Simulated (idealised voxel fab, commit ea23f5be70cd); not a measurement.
Documented hereafter: the process module known as voxel self aligned vias.
The cross-section on display is named cut; it measures 240 nm wide, and its cells are 5 nm squares.
Cross-section layout: square cells on a grid; listed as bands, top to bottom; a band spans one or more cell rows. Each band's line starts with the height of the band's top and of its bottom, in nm. Then come its materials from left to right, each with its width in nm. One material with "everywhere" fills the band from edge to edge. "air" is empty space. We count height from 0. Below that, the starting wafer is all one material. The lowest band never ends at the bottom but goes on down; see "0 nm and below" for how that is written. It should be noted that a width expressed as "30 to 40" varies in equal increments from row to row of cells within the band, taking the value of the first number at the top row and that of the second number at the bottom row. Key: "remained the same" - step with no changed cell in the cross-section. "Sealed void inventory": empty spaces of 8 cells or more with no open way to the top, each given as width x height at distance, distance from the left edge, all in nm. Whatever follows a step's settings on its line is a remark the simulator itself makes about that step. For masked steps, "overlay nm" on the step line gives how far right of plan the mask actually lay; a minus sign means it lay to the left.

### Set out below are the planned steps of the process
step 1: RECEIVE (material Si)
step 2: CONFORMAL_DEP (material SiO2; thk nm 15)
step 3: CONFORMAL_DEP (material SiCN; thk nm 5)
step 4: DIRECTIONAL_DEP (material SiO2; thk nm 20)
step 5: DIRECTIONAL_DEP (material aC; thk nm 10)
step 6: PATTERN (tone open; mask id LINES; material resist; width nm 15; pitch nm 55; thk nm 30; overlay nm 0)
step 7: DIRECTIONAL_ETCH (etch materials aC; depth nm 10)
step 8: STRIP (etch materials resist)
step 9: DIRECTIONAL_ETCH (etch materials SiO2; depth nm 20)
step 10: STRIP (etch materials aC)
step 11: CONFORMAL_DEP (material TiN; thk nm 5)
step 12: FILL_DEP (material W; thk nm 5)
step 13: CMP (height nm 40)
step 14: SELECTIVE_ETCH (etch materials W Ru TiN; depth nm 5)
step 15: FILL_DEP (material SiN; thk nm 5)
step 16: CMP (height nm 40)
step 17: DIRECTIONAL_DEP (material SiO2; thk nm 20)
step 18: DIRECTIONAL_DEP (material aC; thk nm 10)
step 19: PATTERN (tone open; mask id VIAS; material resist; width nm 35; pitch nm 55; thk nm 25; overlay nm 0)
step 20: DIRECTIONAL_ETCH (etch materials aC; depth nm 10)
step 21: STRIP (etch materials resist)
step 22: DIRECTIONAL_ETCH (etch materials SiO2; depth nm 20)
step 23: DIRECTIONAL_ETCH (etch materials SiN; depth nm 5)
step 24: STRIP (etch materials aC)
step 25: CONFORMAL_DEP (material TiN; thk nm 5)
step 26: FILL_DEP (material Ru; thk nm 5)
step 27: CMP (height nm 60)
step 28: CONFORMAL_DEP (material SiN; thk nm 5)
The plan's step 6 width nm is the first wafer's value; the wafers differ in this setting and start identical.

### Cut through the first of several wafers as received, post step 1
    0 nm and below  Si everywhere
    Sealed void inventory: none

### Take any row and you have a wafer at the end of the module: how many cells of each material it has gained (+) or lost (-) since it was received, and then its closed voids
width nm 15; +32 Ru; +48 SiCN; +48 SiN; +448 SiO2; +44 TiN; +4 W; Sealed void inventory: none
width nm 20; +34 Ru; +48 SiCN; +48 SiN; +440 SiO2; +46 TiN; +8 W; Sealed void inventory: none
width nm 25; +36 Ru; +48 SiCN; +48 SiN; +432 SiO2; +48 TiN; +12 W; Sealed void inventory: none
width nm 30; +38 Ru; +48 SiCN; +48 SiN; +424 SiO2; +50 TiN; +16 W; Sealed void inventory: none
width nm 35; +40 Ru; +48 SiCN; +48 SiN; +416 SiO2; +52 TiN; +20 W; Sealed void inventory: none
width nm 40; +40 Ru; +48 SiCN; +50 SiN; +408 SiO2; +54 TiN; +24 W; Sealed void inventory: none
